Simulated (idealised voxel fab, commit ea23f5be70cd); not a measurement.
process module | voxel ribs on slabs
cross-section cut | 265 nm wide | cells 5 nm
A cross-section is a grid of square cells, given in bands from the top down. A band is one or more rows of cells.
Each band's line starts with the height of the band's top and of its bottom, in nm. Then come its materials from left to right, each with its width in nm. One material with "throughout" fills the band from edge to edge. "air" is empty space.
Height 0 is the level under which the wafer as received is all one material. The lowest band goes on downwards, as in "0 down".
A width such as "30 to 40" changes by the same amount from each row of cells to the next, from the band's top row to its bottom row.
"no change" after a step means that no cell of the cross-section changed.
closed voids: empty space of 8 cells or more with no open way to the top, each as width x height at its distance from the left edge, in nm
after a step's settings: what the simulator itself notes on the step
overlay nm, on a step with a mask: how far to the right of its planned place the mask lay; to the left if negative
plan
1 op RECEIVE | material Si
2 op DIRECTIONAL_DEP | material SiO2 | thk nm 30
3 op DIRECTIONAL_DEP | material SiN | thk nm 25
4 op PATTERN | tone cover | mask id RIB | material resist | width nm 20 | thk nm 15 | overlay nm 0
5 op DIRECTIONAL_ETCH | etch materials SiN | depth nm 15
6 op STRIP | etch materials resist
7 op PATTERN | tone cover | mask id SLAB | material resist | width nm 70 | thk nm 20 | overlay nm 0
8 op DIRECTIONAL_ETCH | etch materials SiN | depth nm 10
9 op STRIP | etch materials resist
10 op FILL_DEP | material SiO2 | thk nm 15
11 op CMP | height nm 65
12 op DIRECTIONAL_DEP | material W | thk nm 5
13 op PATTERN | tone cover | mask id HEATER | material resist | width nm 30 | thk nm 15 | overlay nm 0
14 op DIRECTIONAL_ETCH | etch materials W | depth nm 5
15 op STRIP | etch materials resist
16 op CONFORMAL_DEP | material SiO2 | thk nm 10
first wafer, as planned
as received, after step 1
  0 down: Si throughout
  closed voids: none
after step 2
  30 to 0: SiO2 throughout
  below 0: unchanged
after step 3
  55 to 30: SiN throughout
  below 30: unchanged
after step 4
  70 to 55: air 120 | resist 20 | air 125
  below 55: unchanged
after step 5
  70 to 55: air 120 | resist 20 | air 125
  55 to 40: air 120 | SiN 20 | air 125
  below 40: unchanged
after step 6
  55 to 40: air 120 | SiN 20 | air 125
  below 40: unchanged
after step 7
  75 to 55: air 95 | resist 70 | air 100
  55 to 40: air 95 | resist 25 | SiN 20 | resist 25 | air 100
  below 40: unchanged
after step 8
  75 to 55: air 95 | resist 70 | air 100
  55 to 40: air 95 | resist 25 | SiN 20 | resist 25 | air 100
  40 to 30: air 95 | SiN 70 | air 100
  below 30: unchanged
after step 9
  55 to 40: air 120 | SiN 20 | air 125
  below 40: unchanged
after step 10
  70 to 55: SiO2 throughout
  55 to 40: SiO2 120 | SiN 20 | SiO2 125
  40 to 30: SiO2 95 | SiN 70 | SiO2 100
  below 30: unchanged
after step 11
  65 to 55: SiO2 throughout
  below 55: unchanged
after step 12
  70 to 65: W throughout
  below 65: unchanged
after step 13
  85 to 70: air 115 | resist 30 | air 120
  below 70: unchanged
after step 14
  85 to 70: air 115 | resist 30 | air 120
  70 to 65: air 115 | W 30 | air 120
  below 65: unchanged
after step 15
  70 to 65: air 115 | W 30 | air 120
  below 65: unchanged
after step 16
  80 to 75: air 105 | SiO2 50 | air 110
  75 to 70: SiO2 throughout
  70 to 65: SiO2 115 | W 30 | SiO2 120
  below 65: unchanged
second wafer: like start, like plan, one mistake. Through step 12 it matches the first wafer
when step 13 should have ended
  85 to 70: resist 115 | air 30 | resist 120
  below 70: unchanged
when step 14 should have ended
  85 to 70: resist 115 | air 30 | resist 120
  70 to 65: W 115 | air 30 | W 120
  below 65: unchanged
when step 15 should have ended
  70 to 65: W 115 | air 30 | W 120
  below 65: unchanged
when step 16 should have ended
  80 to 75: SiO2 125 | air 10 | SiO2 130
  75 to 70: SiO2 throughout
  70 to 65: W 115 | SiO2 30 | W 120
  below 65: unchanged
what went wrong: step 13 ran as: op PATTERN | tone open | mask id HEATER | material resist | width nm 30 | thk nm 15 | overlay nm 0
at the end the second wafer has, in cells: 41 more of W
